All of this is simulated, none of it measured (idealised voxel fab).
Herein follows the process module entitled voxel gate over fins.
The cross-section on display is named cut; it measures 255 nm wide, and its cells are 5 nm squares.
For the purposes of this document, a cross-section shall be understood as a grid of square cells, specified as bands listed in top-to-bottom order, each band consisting of one or more rows of cells.
Top height, bottom height, nm. Materials left to right, width each, nm. Single material + "throughout" = fills band edge to edge. "air" = empty.
Height datum 0, below which the as-received substrate wafer is one material. Lowest band open at the bottom, running downward: "top 0, no bottom".
It should be noted that a width expressed as "30->40" varies in equal increments from row to row of cells within the band, taking the value of the first number at the top row and that of the second number at the bottom row.
You'll sometimes find "remained the same" written for a step, and that's the way of saying that nowhere in the cross-section did a cell change during that step.
Under "Closed void catalog" you'll find the enclosed gaps, the ones with no way out to the top, that are 8 cells or bigger; each reads width x height at distance, with distance counted from the left edge, everything in nm.
Whatever follows a step's settings on its line is a remark the simulator itself makes about that step.
"overlay nm", when on a step's line for a step with a mask, measures how far to the right of its planned place the mask lay; a negative measure means to the left.
-- This section lists the process steps that were planned
| 1 | RECEIVE, material Si |
| 2 | CONFORMAL_DEP, material SiN, thk nm 5 |
| 3 | DIRECTIONAL_DEP, material aC, thk nm 10 |
| 4 | PATTERN, tone cover, mask id FINS, material resist, width nm 15, pitch nm 50, thk nm 25, overlay nm 0 |
| 5 | DIRECTIONAL_ETCH, etch materials aC, depth nm 10 |
| 6 | STRIP, etch materials resist |
| 7 | DIRECTIONAL_ETCH, etch materials SiN, depth nm 5 |
| 8 | DIRECTIONAL_ETCH, etch materials Si, depth nm 30 |
| 9 | STRIP, etch materials aC |
| 10 | FILL_DEP, material SiO2, thk nm 15 |
| 11 | CMP, height nm 5 |
| 12 | MASKED_ETCH, tone open, mask id RAIL, width nm 15, etch materials SiO2, depth nm 30, overlay nm 0 |
| 13 | CONFORMAL_DEP, material TiN, thk nm 5 |
| 14 | FILL_DEP, material W, thk nm 10 |
| 15 | CMP, height nm 5 |
| 16 | SELECTIVE_ETCH, etch materials W Ru TiN, depth nm 25 |
| 17 | FILL_DEP, material SiO2, thk nm 5 |
| 18 | CMP, height nm 5 |
| 19 | SELECTIVE_ETCH, etch materials SiO2, depth nm 15 |
| 20 | STRIP, etch materials SiN |
| 21 | CONFORMAL_DEP, material HfO2, thk nm 5 |
| 22 | CONFORMAL_DEP, material TiN, thk nm 5 |
| 23 | CONFORMAL_DEP, material TiAl, thk nm 5 |
| 24 | CONFORMAL_DEP, material TiN, thk nm 5 |
| 25 | FILL_DEP, material W, thk nm 15 |
| 26 | CMP, height nm 30 |
| 27 | CONFORMAL_DEP, material SiN, thk nm 5 |
-- Cross-section of the wafer upon arrival, representing the state reached after step 1
> top 0, no bottom | Si throughout
> Closed void catalog: none
-- Look at the cross-section after the module: the wafer started out the way shown above and the plan was the one shown above, yet one mistake was made along the way
> top 30, bottom 25 | SiN throughout
> top 25, bottom 20 | W throughout
> top 20, bottom 15 | W 50 | TiN 155 | W 50
> top 15, bottom 10 | W 50 | TiN 5 | TiAl 45 | TiN 5 | TiAl 45 | TiN 5 | TiAl 45 | TiN 5 | W 50
> top 10, bottom 5 | TiN 55 | TiAl 5 | TiN 35 | TiAl 5 | TiN 5 | TiAl 5 | TiN 35 | TiAl 5 | TiN 5 | TiAl 5 | TiN 35 | TiAl 5 | TiN 55
> top 5, bottom 0 | TiAl 60 | TiN 5 | HfO2 25 | TiN 5 | TiAl 15 | TiN 5 | HfO2 25 | TiN 5 | TiAl 15 | TiN 5 | HfO2 25 | TiN 5 | TiAl 60
> top 0, bottom -5 | TiN 65 | HfO2 5 | Si 15 | HfO2 5 | TiN 25 | HfO2 5 | Si 15 | HfO2 5 | TiN 25 | HfO2 5 | Si 15 | HfO2 5 | TiN 65
> top -5, bottom -10 | HfO2 70 | Si 15 | HfO2 35 | Si 15 | HfO2 35 | Si 15 | HfO2 70
> top -10, bottom -20 | SiO2 70 | Si 15 | SiO2 35 | Si 15 | SiO2 35 | Si 15 | SiO2 70
> top -20, bottom -25 | SiO2 70 | Si 15 | SiO2 10 | TiN 15 | SiO2 10 | Si 15 | SiO2 35 | Si 15 | SiO2 70
> top -25, bottom -30 | SiO2 70 | Si 15 | SiO2 35 | Si 15 | SiO2 35 | Si 15 | SiO2 70
> top -30, no bottom | Si throughout
> Closed void catalog: none
It is concluded that the wafer was processed incorrectly with respect to the plan, in that step 26 ran differently from the plan; actual operation with settings: CMP, height nm 25
